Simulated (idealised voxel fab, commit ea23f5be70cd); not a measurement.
The following process module bears the name voxel transistor to metal.
For reference, the cross-section in this document is cut, with width 195 nm and square cells of 5 nm.
Throughout this document, each cross-section is represented as a grid of square cells and is presented as a sequence of bands enumerated from the top downward, where a band comprises one or more rows of cells.
What a band's entry tells you: where the top is and where the bottom is, as heights in nm, and after that what lies inside, material by material from left to right, each with its width in nm. Empty space is written as the word "blank", and a single material marked with the word "everywhere" occupies the band from edge to edge.
Note: height 0 marks the level under which the wafer is uniformly one material as received. Lowest band unbounded below, written "0 -> down".
Read "30 to 40" as a graded width: first number on top, second number at the bottom, same change between each pair of neighbouring rows.
It should be understood that the words "nothing got changed", when stated for a given step, signify that the cross-section underwent no change in any of its cells during that step.
Enclosed voids (no open way to top), threshold 8 cells or more, entry "Sealed cavities", notation width x height at distance, distance from left edge, nm.
What comes after the settings on a step's line is commentary from the simulator itself on that step.
Steps that use a mask can have "overlay nm" on their line. It says how far the mask sat to the right of where it was meant to be. Negative means to the left.

Here's what the planned process steps look like
- 1: RECEIVE, material Si
- 2: CONFORMAL_DEP, material SiO2, thk nm 5
- 3: CONFORMAL_DEP, material SiN, thk nm 15
- 4: DIRECTIONAL_DEP, material aC, thk nm 15
- 5: PATTERN, tone cover, mask id ACTIVE, material resist, width nm 95, thk nm 30, overlay nm 0
- 6: DIRECTIONAL_ETCH, etch materials aC, depth nm 15
- 7: STRIP, etch materials resist
- 8: DIRECTIONAL_ETCH, etch materials SiN, depth nm 15
- 9: DIRECTIONAL_ETCH, etch materials SiO2, depth nm 5
- 10: DIRECTIONAL_ETCH, etch materials Si, depth nm 25
- 11: STRIP, etch materials aC
- 12: OXIDIZE, depth nm 5
- 13: FILL_DEP, material SiO2, thk nm 10
- 14: CMP, height nm 20
- 15: SELECTIVE_ETCH, etch materials SiO2, depth nm 15
- 16: STRIP, etch materials SiN
- 17: SELECTIVE_ETCH, etch materials SiO2, depth nm 5
- 18: OXIDIZE, depth nm 5
- 19: DIRECTIONAL_DEP, material polySi, thk nm 30
- 20: DIRECTIONAL_DEP, material SiCN, thk nm 10
- 21: MASKED_ETCH, tone cover, mask id GATE, width nm 25, etch materials SiCN, depth nm 20, overlay nm 0
- 22: MASKED_ETCH, tone cover, mask id GATE, width nm 25, etch materials polySi, depth nm 40, overlay nm 0
- 23: CONFORMAL_DEP, material SiO2, thk nm 5
- 24: DIRECTIONAL_ETCH, etch materials SiO2, depth nm 5
- 25: CONFORMAL_DEP, material SiN, thk nm 10
- 26: DIRECTIONAL_ETCH, etch materials SiN, depth nm 10
- 27: DIRECTIONAL_ETCH, etch materials SiO2, depth nm 5
- 28: DIRECTIONAL_ETCH, etch materials Si, depth nm 10
- 29: EPI, material SiGe, thk nm 10
- 30: FILL_DEP, material SiO2, thk nm 5
- 31: CMP, height nm 40
- 32: DIRECTIONAL_DEP, material SiO2, thk nm 15
- 33: DIRECTIONAL_DEP, material aC, thk nm 10
- 34: PATTERN, tone open, mask id CONTACT, material resist, width nm 15, pitch nm 70, thk nm 25, overlay nm 0
- 35: DIRECTIONAL_ETCH, etch materials aC, depth nm 10
- 36: STRIP, etch materials resist
- 37: DIRECTIONAL_ETCH, etch materials SiO2, depth nm 60
- 38: STRIP, etch materials aC
- 39: CONFORMAL_DEP, material TiN, thk nm 5
- 40: FILL_DEP, material Ru, thk nm 5
- 41: CMP, height nm 55
- 42: CONFORMAL_DEP, material SiN, thk nm 5
- 43: DIRECTIONAL_DEP, material lowk, thk nm 20
- 44: PATTERN, tone open, mask id METAL_1, material resist, width nm 15, pitch nm 70, thk nm 20, overlay nm 0
- 45: DIRECTIONAL_ETCH, etch materials lowk, depth nm 20
- 46: DIRECTIONAL_ETCH, etch materials SiN, depth nm 5
- 47: STRIP, etch materials resist
- 48: CONFORMAL_DEP, material TiN, thk nm 5
- 49: FILL_DEP, material W, thk nm 10
- 50: CMP, height nm 80
- 51: CONFORMAL_DEP, material SiCN, thk nm 5
- 52: DIRECTIONAL_DEP, material lowk, thk nm 35
- 53: PATTERN, tone open, mask id METAL_2, material resist, width nm 15, pitch nm 70, thk nm 15, overlay nm 0
- 54: DIRECTIONAL_ETCH, etch materials lowk, depth nm 20
- 55: STRIP, etch materials resist
- 56: PATTERN, tone open, mask id METAL_2_HOLES, material resist, width nm 15, pitch nm 70, thk nm 20, overlay nm 0
- 57: DIRECTIONAL_ETCH, etch materials lowk, depth nm 15
- 58: DIRECTIONAL_ETCH, etch materials SiCN, depth nm 5
- 59: STRIP, etch materials resist
- 60: CONFORMAL_DEP, material TiN, thk nm 5
- 61: FILL_DEP, material Cu, thk nm 5
- 62: CMP, height nm 120
- 63: CONFORMAL_DEP, material SiCN, thk nm 5

Wafer as received: cross-section following step 1
> 0 -> down | Si everywhere
> Sealed cavities: none

Cross-section: first of two wafers, module finished, run according to plan
> 125 -> 120 | SiCN everywhere
> 120 -> 85 | lowk=55  TiN=5  Cu=5  TiN=5  lowk=55  TiN=5  Cu=5  TiN=5  lowk=55
> 85 -> 80 | SiCN=55  TiN=15  SiCN=55  TiN=15  SiCN=55
> 80 -> 60 | lowk=55  TiN=5  W=5  TiN=5  lowk=55  TiN=5  W=5  TiN=5  lowk=55
> 60 -> 55 | SiN=55  TiN=15  SiN=55  TiN=15  SiN=55
> 55 -> 40 | SiO2=55  TiN=5  Ru=5  TiN=5  SiO2=55  TiN=5  Ru=5  TiN=5  SiO2=55
> 40 -> 30 | SiO2=55  TiN=5  Ru=5  TiN=5  SiN=10  SiO2=5  SiCN=25  SiO2=5  SiN=10  TiN=5  Ru=5  TiN=5  SiO2=55
> 30 -> 10 | SiO2=55  TiN=5  Ru=5  TiN=5  SiN=10  SiO2=5  polySi=25  SiO2=5  SiN=10  TiN=5  Ru=5  TiN=5  SiO2=55
> 10 -> 5 | SiO2=55  TiN=15  SiN=10  SiO2=5  polySi=25  SiO2=5  SiN=10  TiN=15  SiO2=55
> 5 -> 0 | SiO2=55  TiN=5  SiGe=10  SiN=10  SiO2=5  polySi=25  SiO2=5  SiN=10  SiGe=10  TiN=5  SiO2=55
> 0 -> -5 | SiO2=55  TiN=5  SiGe=10  SiO2=55  SiGe=10  TiN=5  SiO2=55
> -5 -> -15 | SiO2=55  SiGe=15  Si=55  SiGe=15  SiO2=55
> -15 -> -30 | SiO2=55  Si=85  SiO2=55
> -30 -> down | Si everywhere
> Sealed cavities: none

End-of-module cross-section of the second wafer: identical starting point and process plan to the first, with one processing mistake
> 125 -> 120 | SiCN everywhere
> 120 -> 85 | lowk=55  TiN=5  Cu=5  TiN=5  lowk=55  TiN=5  Cu=5  TiN=5  lowk=55
> 85 -> 80 | SiCN=55  TiN=15  SiCN=55  TiN=15  SiCN=55
> 80 -> 60 | lowk=55  TiN=5  W=5  TiN=5  lowk=55  TiN=5  W=5  TiN=5  lowk=55
> 60 -> 55 | SiN=55  TiN=15  SiN=55  TiN=15  SiN=55
> 55 -> 40 | SiO2=55  TiN=5  Ru=5  TiN=5  SiO2=55  TiN=5  Ru=5  TiN=5  SiO2=55
> 40 -> 30 | SiO2=55  TiN=5  Ru=5  TiN=5  SiN=10  SiO2=5  SiCN=25  SiO2=5  SiN=10  TiN=5  Ru=5  TiN=5  SiO2=55
> 30 -> 10 | SiO2=55  TiN=5  Ru=5  TiN=5  SiN=10  SiO2=5  polySi=25  SiO2=5  SiN=10  TiN=5  Ru=5  TiN=5  SiO2=55
> 10 -> 5 | SiO2=55  TiN=15  SiN=10  SiO2=5  polySi=25  SiO2=5  SiN=10  TiN=15  SiO2=55
> 5 -> 0 | SiO2=55  TiN=5  SiGe=10  SiN=10  SiO2=5  polySi=25  SiO2=5  SiN=10  SiGe=10  TiN=5  SiO2=55
> 0 -> -5 | SiO2=55  SiGe=15  SiO2=55  SiGe=15  SiO2=55
> -5 -> -10 | SiO2=60  SiGe=10  Si=55  SiGe=10  SiO2=60
> -10 -> -15 | SiO2=55  Si=5  SiGe=10  Si=55  SiGe=10  Si=5  SiO2=55
> -15 -> -30 | SiO2=55  Si=85  SiO2=55
> -30 -> down | Si everywhere
> Sealed cavities: none
what went wrong: the run left out plan step 2 entirely, so it was never executed
Per the end-of-run cell counts, the second wafer holds more or fewer of some materials than the first: Si: 2 more, SiGe: 2 fewer, SiO2: 2 more, TiN: 2 fewer
